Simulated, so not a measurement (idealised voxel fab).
Title: Process Module voxel released beams
The width of the displayed cross-section, cut, is 280 nm; its cells are square, with a size of 5 nm.
Heads up, the way a cross-section reads in here is a grid of square cells, handed over as bands from the top down, with every band being one or more rows of cells. A band entry consists of two parts. The first gives the height of the band's top and the height of its bottom, in nm. The rest lists the band's materials from left to right, each with its width in nm. A single material labelled with the word "everywhere" fills the band from edge to edge, and the word "empty" marks empty space. Counting heights begins at 0, where everything beneath is, in the wafer as received, one material. The lowest band has no bottom; it goes on downwards, as "0 down" shows. You'd read "30..40" like this: the band's top row of cells is as wide as the first number, its bottom row is as wide as the second, and going down, every row changes width by the same amount as the row before did. When a step is marked "remained the same", none of the cells in the cross-section changed during that step. Reported under the label "Voids, sealed" are the empty spaces having no open way to the top and comprising 8 cells or more; the notation for each is width x height at distance, in which the distance is measured from the left edge and all three values are in nm. The remark found on a step's line after its settings is issued by the simulator itself and pertains to that step. If you see "overlay nm" on a step's line and that step has a mask, it's telling you how far right of where it was planned the mask ended up; a negative number means it went left instead.

-- Steps in the process plan
1,RECEIVE (material Si)
2,CONFORMAL_DEP (material Al2O3; thk nm 10)
3,DIRECTIONAL_DEP (material SiO2; thk nm 15)
4,MASKED_ETCH (tone open; mask id ANCHOR; width nm 25; etch materials SiO2; depth nm 15; overlay nm 0)
5,CONFORMAL_DEP (material W; thk nm 10)
6,DIRECTIONAL_DEP (material aC; thk nm 15)
7,PATTERN (tone cover; mask id BEAM; material resist; width nm 105; thk nm 35; overlay nm 0)
8,DIRECTIONAL_ETCH (etch materials aC; depth nm 15)
9,STRIP (etch materials resist)
10,DIRECTIONAL_ETCH (etch materials W; depth nm 10)
11,STRIP (etch materials aC)
12,STRIP (etch materials SiO2)

-- Cross-section: wafer on arrival = after step 1
    0 down | Si everywhere
    Voids, sealed: none

-- First of two wafers, end-of-module section, run followed plan
    35 to 25 | empty 85 nm, then W 15 nm, then empty 5 nm, then W 85 nm, then empty 90 nm
    25 to 20 | empty 90 nm, then W 10 nm, then empty 5 nm, then W 10 nm, then empty 165 nm
    20 to 10 | empty 90 nm, then W 25 nm, then empty 165 nm
    10 to 0 | Al2O3 everywhere
    0 down | Si everywhere
    Voids, sealed: none

-- Second wafer cross-section at end of module - shared start and plan with the first, one mistake in the run
    0 down | Si everywhere
    Voids, sealed: none
Here's what went sideways: it should be noted that step 2 was executed with settings other than those planned, the operation and settings actually applied being CONFORMAL_DEP (material SiO2; thk nm 10)
Final difference in cells, second wafer against first, listed per material as more or fewer: -112 Al2O3; -54 W
